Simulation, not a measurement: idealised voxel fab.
Process module, titled voxel ribs on slabs
This is section cut - it's 205 nm across, gridded in 5 nm square cells.
A cross-section in this document is a grid of square cells, and it is written down as bands, the top band listed before the ones below it; a band is made up of one or more rows of cells. What a band's entry tells you: where the top is and where the bottom is, as heights in nm, and after that what lies inside, material by material from left to right, each with its width in nm. Empty space is written as the word "empty", and a single material marked with the word "throughout" occupies the band from edge to edge. For the purposes of this specification, 0 denotes the height below which the wafer in its as-received condition is composed wholly of one material, and the lowermost band, lacking a lower limit, extends downward without end, as expressed in "0 and below". Per-row width for "30->40": begins at first number (top row of band), ends at second number (bottom row), increment between rows held constant. A step reported as "nothing was modified" is a step in which no cell of the cross-section changed. In the "Enclosed void inventory" entry, you get each enclosed empty space of 8 cells or more, one with no open way to the top, written width x height at distance, distance from the left edge, in nm. Past the settings on a step's line: simulator remark, on that step. Steps that use a mask can have "overlay nm" on their line. It says how far the mask sat to the right of where it was meant to be. Negative means to the left.

[Steps planned for the process]
1,RECEIVE: material Si
2,DIRECTIONAL_DEP: material SiO2, thk nm 25
3,DIRECTIONAL_DEP: material polySi, thk nm 15
4,DIRECTIONAL_DEP: material aC, thk nm 15
5,PATTERN: tone cover, mask id RIB, material resist, width nm 25, thk nm 35, overlay nm 0
6,DIRECTIONAL_ETCH: etch materials aC, depth nm 15
7,STRIP: etch materials resist
8,DIRECTIONAL_ETCH: etch materials polySi, depth nm 5
9,STRIP: etch materials aC
10,DIRECTIONAL_DEP: material aC, thk nm 15
11,PATTERN: tone cover, mask id SLAB, material resist, width nm 85, thk nm 30, overlay nm 0
12,DIRECTIONAL_ETCH: etch materials aC, depth nm 15
13,STRIP: etch materials resist
14,DIRECTIONAL_ETCH: etch materials polySi, depth nm 10
15,STRIP: etch materials aC
16,FILL_DEP: material SiO2, thk nm 15
17,CMP: height nm 50
18,DIRECTIONAL_DEP: material TiN, thk nm 10
19,DIRECTIONAL_DEP: material aC, thk nm 15
20,PATTERN: tone cover, mask id HEATER, material resist, width nm 25, thk nm 35, overlay nm 0
21,DIRECTIONAL_ETCH: etch materials aC, depth nm 15
22,STRIP: etch materials resist
23,DIRECTIONAL_ETCH: etch materials TiN, depth nm 10
24,STRIP: etch materials aC
25,CONFORMAL_DEP: material SiN, thk nm 10
Quick note for whoever runs this: the wafers start identical, but the width nm at step 20 isn't the same across them. The plan just shows what the first wafer had.

[As received, i.e. after step 1: cross-section through the first of several wafers]
> 0 and below: Si throughout
> Enclosed void inventory: none

[Where each wafer stands at the end of the module, a row apiece: cells of each material gained (+) or lost (-) since it was received, then closed voids]
width nm 25, +90 SiN, +371 SiO2, +10 TiN, +39 polySi, Enclosed void inventory: none
width nm 30, +90 SiN, +371 SiO2, +12 TiN, +39 polySi, Enclosed void inventory: none
width nm 35, +90 SiN, +371 SiO2, +14 TiN, +39 polySi, Enclosed void inventory: none
width nm 40, +90 SiN, +371 SiO2, +16 TiN, +39 polySi, Enclosed void inventory: none
width nm 45, +90 SiN, +371 SiO2, +18 TiN, +39 polySi, Enclosed void inventory: none
width nm 50, +90 SiN, +371 SiO2, +20 TiN, +39 polySi, Enclosed void inventory: none
